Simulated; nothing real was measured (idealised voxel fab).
The document below concerns the process module designated voxel gate over fins.
FYI the section here is cut, 275 nm wide, cells are 5 nm squares.
Cross-section format: a grid of square cells, given as bands from top to bottom; each band is one or more rows of cells. In this notation a band is specified by the heights of its top and bottom, in that order and in nm, after which its materials appear from left to right, each paired with its width in nm. The word "edge to edge" attached to a single material means that material fills the band from edge to edge; the word "air" stands for empty space. All heights in this document are referenced to 0, defined as the level beneath which the wafer, as received, consists entirely of one material. The lowest band is not bounded below; it extends indefinitely downward and is written in the form "z 0 and below". It should be noted that a width expressed as "30..40" varies in equal increments from row to row of cells within the band, taking the value of the first number at the top row and that of the second number at the bottom row. Take "identical to before" at face value: in the step it is given for, the cross-section changed in none of its cells. This entry, "Closed void inventory", enumerates those empty regions of no fewer than 8 cells that possess no open connection to the top. Each region is reported in the form width x height at distance, the distance being taken from the left edge, with all three quantities expressed in nm. Where a step's line continues beyond its settings, the continuation is a remark by the simulator itself on that step. A step's line can hold "overlay nm"; with a mask on that step, the setting says how far right of the planned place the mask lay, while a negative setting says it lay to the left.

THE FOLLOWING LIST GIVES THE PLANNED PROCESS STEPS
1 RECEIVE [material Si]
2 CONFORMAL_DEP [material SiN] [thk nm 10]
3 PATTERN [tone cover] [mask id FINS] [material resist] [width nm 15] [pitch nm 50] [thk nm 15] [overlay nm 0]
4 DIRECTIONAL_ETCH [etch materials SiN] [depth nm 10]
5 DIRECTIONAL_ETCH [etch materials Si] [depth nm 40]
6 STRIP [etch materials resist]
7 OXIDIZE [depth nm 5]
8 FILL_DEP [material SiO2] [thk nm 5]
9 CMP [height nm 10]
10 DIRECTIONAL_DEP [material aC] [thk nm 10]
11 PATTERN [tone open] [mask id RAIL] [material resist] [width nm 15] [thk nm 30] [overlay nm 0]
12 DIRECTIONAL_ETCH [etch materials aC] [depth nm 10]
13 STRIP [etch materials resist]
14 DIRECTIONAL_ETCH [etch materials SiO2] [depth nm 45]
15 STRIP [etch materials aC]
16 CONFORMAL_DEP [material TiN] [thk nm 5]
17 FILL_DEP [material Ru] [thk nm 5]
18 CMP [height nm 10]
19 SELECTIVE_ETCH [etch materials W Ru TiN] [depth nm 30]
20 FILL_DEP [material SiO2] [thk nm 5]
21 CMP [height nm 10]
22 SELECTIVE_ETCH [etch materials SiO2] [depth nm 20]
23 STRIP [etch materials SiN]
24 CONFORMAL_DEP [material HfO2] [thk nm 5]
25 CONFORMAL_DEP [material TiN] [thk nm 5]
26 CONFORMAL_DEP [material TiAl] [thk nm 5]
27 CONFORMAL_DEP [material TiN] [thk nm 5]
28 FILL_DEP [material W] [thk nm 15]
29 CMP [height nm 30]
30 CONFORMAL_DEP [material SiCN] [thk nm 5]
For clarity, it should be stated that the wafers under discussion commence in an identical condition and differ with respect to the width nm of step 11, the plan indicating the value that the first wafer had.

FIRST OF SEVERAL WAFERS (AS RECEIVED, POST STEP 1), CROSS-SECTIONAL VIEW
* z 0 and below: Si edge to edge
* Closed void inventory: none

AT THE END OF THE MODULE, AFTER ITS LAST STEP, STEP 30, THE FIRST OF SEVERAL WAFERS APPEARS IN CROSS-SECTION AS FOLLOWS
* z 35 to 30: SiCN edge to edge
* z 30 to 20: W edge to edge
* z 20 to 15: W: 40; TiN: 45; W: 5; TiN: 45; W: 5; TiN: 45; W: 5; TiN: 45; W: 40
* z 15 to 10: W: 40; TiN: 5; TiAl: 35; TiN: 5; W: 5; TiN: 5; TiAl: 35; TiN: 5; W: 5; TiN: 5; TiAl: 35; TiN: 5; W: 5; TiN: 5; TiAl: 35; TiN: 5; W: 40
* z 10 to 5: TiN: 45; TiAl: 5; TiN: 25; TiAl: 5; TiN: 15; TiAl: 5; TiN: 25; TiAl: 5; TiN: 15; TiAl: 5; TiN: 25; TiAl: 5; TiN: 15; TiAl: 5; TiN: 25; TiAl: 5; TiN: 45
* z 5 to 0: TiAl: 50; TiN: 5; HfO2: 15; TiN: 5; TiAl: 25; TiN: 5; HfO2: 15; TiN: 5; TiAl: 25; TiN: 5; HfO2: 15; TiN: 5; TiAl: 25; TiN: 5; HfO2: 15; TiN: 5; TiAl: 50
* z 0 to -5: TiN: 55; HfO2: 5; Si: 5; HfO2: 5; TiN: 35; HfO2: 5; Si: 5; HfO2: 5; TiN: 35; HfO2: 5; Si: 5; HfO2: 5; TiN: 35; HfO2: 5; Si: 5; HfO2: 5; TiN: 55
* z -5 to -10: HfO2: 60; Si: 5; HfO2: 45; Si: 5; HfO2: 45; Si: 5; HfO2: 45; Si: 5; HfO2: 60
* z -10 to -20: SiO2: 60; Si: 5; SiO2: 45; Si: 5; SiO2: 45; Si: 5; SiO2: 45; Si: 5; SiO2: 60
* z -20 to -30: SiO2: 60; Si: 5; SiO2: 15; TiN: 5; Ru: 5; TiN: 5; SiO2: 15; Si: 5; SiO2: 45; Si: 5; SiO2: 45; Si: 5; SiO2: 60
* z -30 to -35: SiO2: 60; Si: 5; SiO2: 15; TiN: 15; SiO2: 15; Si: 5; SiO2: 45; Si: 5; SiO2: 45; Si: 5; SiO2: 60
* z -35 to -45: SiO2: 60; Si: 5; SiO2: 45; Si: 5; SiO2: 45; Si: 5; SiO2: 45; Si: 5; SiO2: 60
* z -45 and below: Si edge to edge
* Closed void inventory: none

CROSS-SECTION OF THE FINAL WAFER AMONG SEVERAL, TAKEN AT THE END OF THE MODULE
* z 35 to 30: SiCN edge to edge
* z 30 to 20: W edge to edge
* z 20 to 15: W: 40; TiN: 45; W: 5; TiN: 45; W: 5; TiN: 45; W: 5; TiN: 45; W: 40
* z 15 to 10: W: 40; TiN: 5; TiAl: 35; TiN: 5; W: 5; TiN: 5; TiAl: 35; TiN: 5; W: 5; TiN: 5; TiAl: 35; TiN: 5; W: 5; TiN: 5; TiAl: 35; TiN: 5; W: 40
* z 10 to 5: TiN: 45; TiAl: 5; TiN: 25; TiAl: 5; TiN: 15; TiAl: 5; TiN: 25; TiAl: 5; TiN: 15; TiAl: 5; TiN: 25; TiAl: 5; TiN: 15; TiAl: 5; TiN: 25; TiAl: 5; TiN: 45
* z 5 to 0: TiAl: 50; TiN: 5; HfO2: 15; TiN: 5; TiAl: 25; TiN: 5; HfO2: 15; TiN: 5; TiAl: 25; TiN: 5; HfO2: 15; TiN: 5; TiAl: 25; TiN: 5; HfO2: 15; TiN: 5; TiAl: 50
* z 0 to -5: TiN: 55; HfO2: 5; Si: 5; HfO2: 5; TiN: 35; HfO2: 5; Si: 5; HfO2: 5; TiN: 35; HfO2: 5; Si: 5; HfO2: 5; TiN: 35; HfO2: 5; Si: 5; HfO2: 5; TiN: 55
* z -5 to -10: HfO2: 60; Si: 5; HfO2: 45; Si: 5; HfO2: 45; Si: 5; HfO2: 45; Si: 5; HfO2: 60
* z -10 to -20: SiO2: 60; Si: 5; SiO2: 45; Si: 5; SiO2: 45; Si: 5; SiO2: 45; Si: 5; SiO2: 60
* z -20 to -30: SiO2: 60; Si: 5; SiO2: 10; TiN: 5; Ru: 20; TiN: 5; SiO2: 5; Si: 5; SiO2: 45; Si: 5; SiO2: 45; Si: 5; SiO2: 60
* z -30 to -35: SiO2: 60; Si: 5; SiO2: 10; TiN: 30; SiO2: 5; Si: 5; SiO2: 45; Si: 5; SiO2: 45; Si: 5; SiO2: 60
* z -35 to -45: SiO2: 60; Si: 5; SiO2: 45; Si: 5; SiO2: 45; Si: 5; SiO2: 45; Si: 5; SiO2: 60
* z -45 and below: Si edge to edge
* Closed void inventory: none

THE ROWS OF THE TABLE BELOW ARE WAFERS. LOOKING AT THE END OF THE MODULE, A ROW COUNTS, FOR EVERY MATERIAL, THE CELLS THE WAFER HAS GAINED, SHOWN AS (+), OR LOST, SHOWN AS (-), SINCE IT WAS RECEIVED; ITS CLOSED VOIDS COME NEXT
width nm 15, +71 HfO2, +2 Ru, -459 Si, +55 SiCN, +348 SiO2, +71 TiAl, +149 TiN, +148 W, Closed void inventory: none
width nm 20, +71 HfO2, +4 Ru, -459 Si, +55 SiCN, +345 SiO2, +71 TiAl, +150 TiN, +148 W, Closed void inventory: none
width nm 25, +71 HfO2, +6 Ru, -459 Si, +55 SiCN, +342 SiO2, +71 TiAl, +151 TiN, +148 W, Closed void inventory: none
width nm 30, +71 HfO2, +8 Ru, -459 Si, +55 SiCN, +339 SiO2, +71 TiAl, +152 TiN, +148 W, Closed void inventory: none
